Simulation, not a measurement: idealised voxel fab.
Herein follows the process module entitled voxel wiring stack.
Cross-section cut spans 240 nm and uses square cells 5 nm in size.
In this document a cross-section is written as a grid of square cells. It is given as a series of bands, listed from the top down, and a band is one or more rows of cells. What a band's entry tells you: where the top is and where the bottom is, as heights in nm, and after that what lies inside, material by material from left to right, each with its width in nm. Empty space is written as the word "blank", and a single material marked with the word "full width" occupies the band from edge to edge. It should be noted that heights are counted from 0, beneath which the wafer as supplied is of one material throughout, and that the lowest band possesses no lower boundary but continues downward, as written in "0 down". So if you see something like "30 to 40" for the width, read it as the top row of the band sitting at the first number and the bottom row at the second, with every row in between moving by the same amount as the last. Where the words "nothing got changed" appear for a step, the cross-section shows no cell changed by that step; every cell remained as before. Voids not open to the top, 8 cells minimum: see "Closed internal voids". Written width x height at distance; distance is from the left edge; nm. after a step's settings: what the simulator itself notes on the step. The line of a step may include "overlay nm". On a step with a mask, this value is how far to the right of its planned place the mask lay. A negative value means the mask lay to the left.

Set out below are the planned steps of the process
1,RECEIVE | material Si
2,CONFORMAL_DEP | material SiO2 | thk nm 15
3,CONFORMAL_DEP | material SiN | thk nm 5
4,DIRECTIONAL_DEP | material lowk | thk nm 20
5,MASKED_ETCH | tone open | mask id METAL_1 | width nm 30 | pitch nm 50 | etch materials lowk | depth nm 20 | overlay nm 0
6,MASKED_ETCH | tone open | mask id METAL_1 | width nm 30 | pitch nm 50 | etch materials SiN | depth nm 5 | overlay nm 0
7,CONFORMAL_DEP | material TiN | thk nm 5
8,FILL_DEP | material Cu | thk nm 5
9,CMP | height nm 40
10,CONFORMAL_DEP | material SiCN | thk nm 5
11,DIRECTIONAL_DEP | material SiO2 | thk nm 35
12,DIRECTIONAL_DEP | material aC | thk nm 15
13,PATTERN | tone open | mask id METAL_2 | material resist | width nm 30 | pitch nm 50 | thk nm 35 | overlay nm 0
14,DIRECTIONAL_ETCH | etch materials aC | depth nm 15
15,STRIP | etch materials resist
16,DIRECTIONAL_ETCH | etch materials SiO2 | depth nm 20
17,STRIP | etch materials aC
18,MASKED_ETCH | tone open | mask id METAL_2_HOLES | width nm 15 | pitch nm 50 | etch materials SiO2 | depth nm 15 | overlay nm 0
19,MASKED_ETCH | tone open | mask id METAL_2_HOLES | width nm 15 | pitch nm 50 | etch materials SiCN | depth nm 5 | overlay nm 0
20,CONFORMAL_DEP | material TiN | thk nm 5
21,FILL_DEP | material Cu | thk nm 10
22,CMP | height nm 80
23,CONFORMAL_DEP | material SiCN | thk nm 5
24,DIRECTIONAL_DEP | material SiO2 | thk nm 30
25,DIRECTIONAL_DEP | material aC | thk nm 15
26,PATTERN | tone open | mask id METAL_3_HOLES | material resist | width nm 15 | thk nm 30 | overlay nm 0
27,DIRECTIONAL_ETCH | etch materials aC | depth nm 15
28,STRIP | etch materials resist
29,DIRECTIONAL_ETCH | etch materials SiO2 | depth nm 30
30,STRIP | etch materials aC
31,DIRECTIONAL_DEP | material aC | thk nm 10
32,PATTERN | tone open | mask id METAL_3 | material resist | width nm 30 | pitch nm 50 | thk nm 25 | overlay nm 0
33,DIRECTIONAL_ETCH | etch materials aC | depth nm 10
34,STRIP | etch materials resist
35,DIRECTIONAL_ETCH | etch materials SiO2 | depth nm 15
36,DIRECTIONAL_ETCH | etch materials SiCN | depth nm 5
37,STRIP | etch materials aC
38,CONFORMAL_DEP | material TiN | thk nm 5
39,FILL_DEP | material Cu | thk nm 10
40,CMP | height nm 115
41,CONFORMAL_DEP | material SiCN | thk nm 5

Cross-sectional view of the wafer in its as-received condition, corresponding to the state after step 1
	0 down = Si full width
	Closed internal voids: none

End-of-module XS, first of two wafers, run as planned
	120 to 115 = SiCN full width
	115 to 105 = SiO2: 80 | TiN: 5 | Cu: 20 | TiN: 5 | SiO2: 20 | TiN: 5 | Cu: 20 | TiN: 5 | SiO2: 80
	105 to 100 = SiO2: 80 | TiN: 5 | Cu: 5 | TiN: 20 | SiO2: 20 | TiN: 30 | SiO2: 80
	100 to 85 = SiO2: 80 | TiN: 5 | Cu: 5 | TiN: 5 | SiO2: 145
	85 to 80 = SiCN: 80 | TiN: 15 | SiCN: 145
	80 to 65 = SiO2: 80 | TiN: 5 | Cu: 20 | TiN: 5 | SiO2: 20 | TiN: 5 | Cu: 20 | TiN: 5 | SiO2: 80
	65 to 60 = SiO2: 80 | TiN: 5 | Cu: 5 | TiN: 20 | SiO2: 20 | TiN: 5 | Cu: 5 | TiN: 20 | SiO2: 80
	60 to 45 = SiO2: 80 | TiN: 5 | Cu: 5 | TiN: 5 | SiO2: 35 | TiN: 5 | Cu: 5 | TiN: 5 | SiO2: 95
	45 to 40 = SiCN: 80 | TiN: 15 | SiCN: 35 | TiN: 15 | SiCN: 95
	40 to 20 = lowk: 80 | TiN: 5 | Cu: 20 | TiN: 5 | lowk: 20 | TiN: 5 | Cu: 20 | TiN: 5 | lowk: 80
	20 to 15 = SiN: 80 | TiN: 30 | SiN: 20 | TiN: 30 | SiN: 80
	15 to 0 = SiO2 full width
	0 down = Si full width
	Closed internal voids: none

End-of-module cross-section of the second wafer: identical starting point and process plan to the first, with one processing mistake
	120 to 115 = SiCN full width
	115 to 85 = SiO2: 80 | TiN: 5 | Cu: 20 | TiN: 5 | SiO2: 20 | TiN: 5 | Cu: 20 | TiN: 5 | SiO2: 80
	85 to 80 = SiCN: 80 | TiN: 30 | SiCN: 20 | TiN: 30 | SiCN: 80
	80 to 65 = SiO2: 80 | TiN: 5 | Cu: 20 | TiN: 5 | SiO2: 20 | TiN: 5 | Cu: 20 | TiN: 5 | SiO2: 80
	65 to 60 = SiO2: 80 | TiN: 5 | Cu: 5 | TiN: 20 | SiO2: 20 | TiN: 5 | Cu: 5 | TiN: 20 | SiO2: 80
	60 to 45 = SiO2: 80 | TiN: 5 | Cu: 5 | TiN: 5 | SiO2: 35 | TiN: 5 | Cu: 5 | TiN: 5 | SiO2: 95
	45 to 40 = SiCN: 80 | TiN: 15 | SiCN: 35 | TiN: 15 | SiCN: 95
	40 to 20 = lowk: 80 | TiN: 5 | Cu: 20 | TiN: 5 | lowk: 20 | TiN: 5 | Cu: 20 | TiN: 5 | lowk: 80
	20 to 15 = SiN: 80 | TiN: 30 | SiN: 20 | TiN: 30 | SiN: 80
	15 to 0 = SiO2 full width
	0 down = Si full width
	Closed internal voids: none
Against the plan, the run slipped here: plan step 35 ran twice
At the finish, the second wafer shows more or fewer cells for some materials than the first does: 28 more of Cu | 9 fewer of SiCN | 27 fewer of SiO2 | 8 more of TiN
